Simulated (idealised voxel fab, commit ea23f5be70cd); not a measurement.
process module | voxel spacer lines
Cross-section cut: width 275 nm, square cells of 5 nm.
For the purposes of this document, a cross-section shall be understood as a grid of square cells, specified as bands listed in top-to-bottom order, each band consisting of one or more rows of cells.
First you get the band's top height and its bottom height, in nm, and then the materials it's made of, left to right, with each width in nm. If you see a single material with "throughout", that one covers the band edge to edge. "air" is empty space.
Height datum 0, below which the as-received substrate wafer is one material. Lowest band open at the bottom, running downward: "0 and below".
The notation "30->40" denotes a width that varies across the rows of cells in the band, beginning at the first number in the top row, finishing at the second number in the bottom row, and changing by an identical amount from each row to the next.
For the purposes of this document, the phrase "left unchanged" attached to a step denotes that no cell within the cross-section was modified by that step.
Empty spaces counting at least 8 cells and having no open way to the top are listed in "Fully enclosed voids". The notation width x height at distance is used for each, the distance being from the left edge and all three values in nm.
That trailing text on a step's line, after the settings, is the simulator's own remark on the step.
What "overlay nm" on a step's line means: if the step has a mask, that mask lay this far to the right of its planned place, or, when the value is negative, to the left.

These are the steps we planned for the process:
| 1 | RECEIVE (material Si) |
| 2 | CONFORMAL_DEP (material SiO2; thk nm 5) |
| 3 | DIRECTIONAL_DEP (material TiN; thk nm 20) |
| 4 | DIRECTIONAL_DEP (material polySi; thk nm 20) |
| 5 | PATTERN (tone cover; mask id MANDREL; material resist; width nm 15; pitch nm 60; thk nm 40; overlay nm 0) |
| 6 | DIRECTIONAL_ETCH (etch materials polySi; depth nm 30) |
| 7 | STRIP (etch materials resist) |
| 8 | CONFORMAL_DEP (material SiN; thk nm 15) |
| 9 | DIRECTIONAL_ETCH (etch materials SiN; depth nm 15) |
| 10 | STRIP (etch materials polySi) |
| 11 | DIRECTIONAL_ETCH (etch materials TiN; depth nm 20) |
| 12 | STRIP (etch materials SiN) |
Quick note for whoever runs this: the wafers start identical, but the thk nm at step 4 isn't the same across them. The plan just shows what the first wafer had.

Cross-section, first of several wafers, as delivered after step 1:
	0 and below: Si throughout
	Fully enclosed voids: none

Below: a row per wafer. Contents at end of module: for every material, cells gained since receipt (+) or lost since receipt (-); then closed voids:
thk nm 20 | +55 SiO2 | +72 TiN | Fully enclosed voids: none
thk nm 25 | +55 SiO2 | +72 TiN | Fully enclosed voids: none
thk nm 30 | +55 SiO2 | +72 TiN | Fully enclosed voids: none
thk nm 35 | +55 SiO2 | Fully enclosed voids: none
thk nm 40 | +55 SiO2 | Fully enclosed voids: none
thk nm 45 | +55 SiO2 | Fully enclosed voids: none
